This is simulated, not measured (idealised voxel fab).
Proc. module: voxel wiring stack
Cross-sectional view cut (width: 225 nm; square cell size: 5 nm).
If you're reading a cross-section in this doc, picture square cells in a grid; it comes to you as bands, top ones listed first down to the bottom, and a band can be one or more rows of cells.
It is stipulated that each band's entry specify, in nanometres, the height of the top of the band and then that of its bottom, followed by the materials of the band in left-to-right sequence, each together with its width in nanometres. A single material marked by the word "edge to edge" is understood to fill the band from edge to edge; the word "blank" is understood to denote empty space.
Height reference: 0 = level under which incoming wafer is all one material. Lowest band: no bottom, runs on downward, e.g. "from 0 down".
A two-number width, for instance "30->40", indicates that the width is equal to the first number in the top row of the band and to the second number in the bottom row, and that it changes by a constant amount per row of cells.
Step note "no alterations made" = no cross-section cell changed.
If an empty space has no open way to the top and is at least 8 cells in size, "Sealed internal voids" lists it, written width x height at distance, where distance is measured from the left edge and every value is in nm.
That trailing text on a step's line, after the settings, is the simulator's own remark on the step.
A step line may carry the setting "overlay nm", which, for steps involving a mask, states the distance by which the mask lay to the right of its intended position; negative values denote displacement to the left.
**Planned process steps**
1,RECEIVE [material Si]
2,CONFORMAL_DEP [material SiO2] [thk nm 15]
3,CONFORMAL_DEP [material SiN] [thk nm 5]
4,DIRECTIONAL_DEP [material lowk] [thk nm 20]
5,MASKED_ETCH [tone open] [mask id METAL_1] [width nm 25] [pitch nm 55] [etch materials lowk] [depth nm 20] [overlay nm 0]
6,MASKED_ETCH [tone open] [mask id METAL_1] [width nm 25] [pitch nm 55] [etch materials SiN] [depth nm 5] [overlay nm -15]
7,CONFORMAL_DEP [material TiN] [thk nm 5]
8,FILL_DEP [material Cu] [thk nm 5]
9,CMP [height nm 40]
10,EPI [material Ru] [thk nm 5]
11,FILL_DEP [material SiCN] [thk nm 5]
12,DIRECTIONAL_DEP [material SiO2] [thk nm 20]
13,MASKED_ETCH [tone open] [mask id PLUG_1] [width nm 15] [etch materials SiO2] [depth nm 20] [overlay nm 0]
14,MASKED_ETCH [tone open] [mask id PLUG_1] [width nm 15] [etch materials SiCN] [depth nm 5] [overlay nm 0]
15,CONFORMAL_DEP [material TiN] [thk nm 5]
16,FILL_DEP [material Cu] [thk nm 5]
17,CMP [height nm 70]
18,DIRECTIONAL_DEP [material TiN] [thk nm 5]
19,DIRECTIONAL_DEP [material W] [thk nm 25]
20,DIRECTIONAL_DEP [material aC] [thk nm 10]
21,PATTERN [tone cover] [mask id METAL_2] [material resist] [width nm 25] [pitch nm 55] [thk nm 30] [overlay nm 0]
22,DIRECTIONAL_ETCH [etch materials aC] [depth nm 10]
23,STRIP [etch materials resist]
24,DIRECTIONAL_ETCH [etch materials W] [depth nm 25]
25,DIRECTIONAL_ETCH [etch materials TiN] [depth nm 5]
26,STRIP [etch materials aC]
27,FILL_DEP [material lowk] [thk nm 5]
28,CMP [height nm 100]
29,CONFORMAL_DEP [material SiCN] [thk nm 5]
30,DIRECTIONAL_DEP [material lowk] [thk nm 30]
31,PATTERN [tone open] [mask id METAL_3] [material resist] [width nm 25] [pitch nm 55] [thk nm 20] [overlay nm 0]
32,DIRECTIONAL_ETCH [etch materials lowk] [depth nm 15]
33,STRIP [etch materials resist]
34,MASKED_ETCH [tone open] [mask id METAL_3_HOLES] [width nm 15] [etch materials lowk] [depth nm 15] [overlay nm 0]
35,MASKED_ETCH [tone open] [mask id METAL_3_HOLES] [width nm 15] [etch materials SiCN] [depth nm 5] [overlay nm 0]
36,CONFORMAL_DEP [material TiN] [thk nm 5]
37,FILL_DEP [material Cu] [thk nm 5]
38,CMP [height nm 135]
39,CONFORMAL_DEP [material SiCN] [thk nm 5]
40,DIRECTIONAL_DEP [material lowk] [thk nm 15]
41,MASKED_ETCH [tone open] [mask id PLUG_3] [width nm 15] [pitch nm 55] [etch materials lowk] [depth nm 15] [overlay nm 0]
42,MASKED_ETCH [tone open] [mask id PLUG_3] [width nm 15] [pitch nm 55] [etch materials SiCN] [depth nm 5] [overlay nm 0]
43,EPI [material Ru] [thk nm 10]
44,EPI [material Ru] [thk nm 10]
45,CONFORMAL_DEP [material SiN] [thk nm 5]
46,DIRECTIONAL_DEP [material SiO2] [thk nm 15]
47,MASKED_ETCH [tone open] [mask id METAL_4] [width nm 25] [pitch nm 55] [etch materials SiO2] [depth nm 15] [overlay nm 0]
48,MASKED_ETCH [tone open] [mask id METAL_4] [width nm 25] [pitch nm 55] [etch materials SiN] [depth nm 5] [overlay nm 0]
49,CONFORMAL_DEP [material TiN] [thk nm 5]
50,FILL_DEP [material Ru] [thk nm 5]
51,CMP [height nm 175]
52,CONFORMAL_DEP [material SiN] [thk nm 5]
Same starting wafers, different overlay nm at step 6. Plan value belongs to the first wafer.
**As-received cross-section, first of several wafers, post step 1**
	from 0 down  Si edge to edge
	Sealed internal voids: none
**Heads up, this table goes wafer by wafer. A row tells you, at the end of the module, how many cells of each material that wafer has put on (+) or dropped (-) since it was received, and then its closed voids**
overlay nm -15 | +38 Cu | +56 Ru | +154 SiCN | +121 SiN | +408 SiO2 | +95 TiN | +50 W | +698 lowk | Sealed internal voids: none
overlay nm -10 | +40 Cu | +56 Ru | +154 SiCN | +119 SiN | +408 SiO2 | +95 TiN | +50 W | +698 lowk | Sealed internal voids: none
overlay nm -5 | +42 Cu | +56 Ru | +154 SiCN | +117 SiN | +408 SiO2 | +95 TiN | +50 W | +698 lowk | Sealed internal voids: none
overlay nm 0 | +44 Cu | +56 Ru | +154 SiCN | +115 SiN | +408 SiO2 | +95 TiN | +50 W | +698 lowk | Sealed internal voids: none
overlay nm 5 | +42 Cu | +56 Ru | +154 SiCN | +117 SiN | +408 SiO2 | +95 TiN | +50 W | +698 lowk | Sealed internal voids: none
overlay nm 10 | +40 Cu | +56 Ru | +154 SiCN | +119 SiN | +408 SiO2 | +95 TiN | +50 W | +698 lowk | Sealed internal voids: none
overlay nm 15 | +38 Cu | +56 Ru | +154 SiCN | +121 SiN | +408 SiO2 | +95 TiN | +50 W | +698 lowk | Sealed internal voids: none
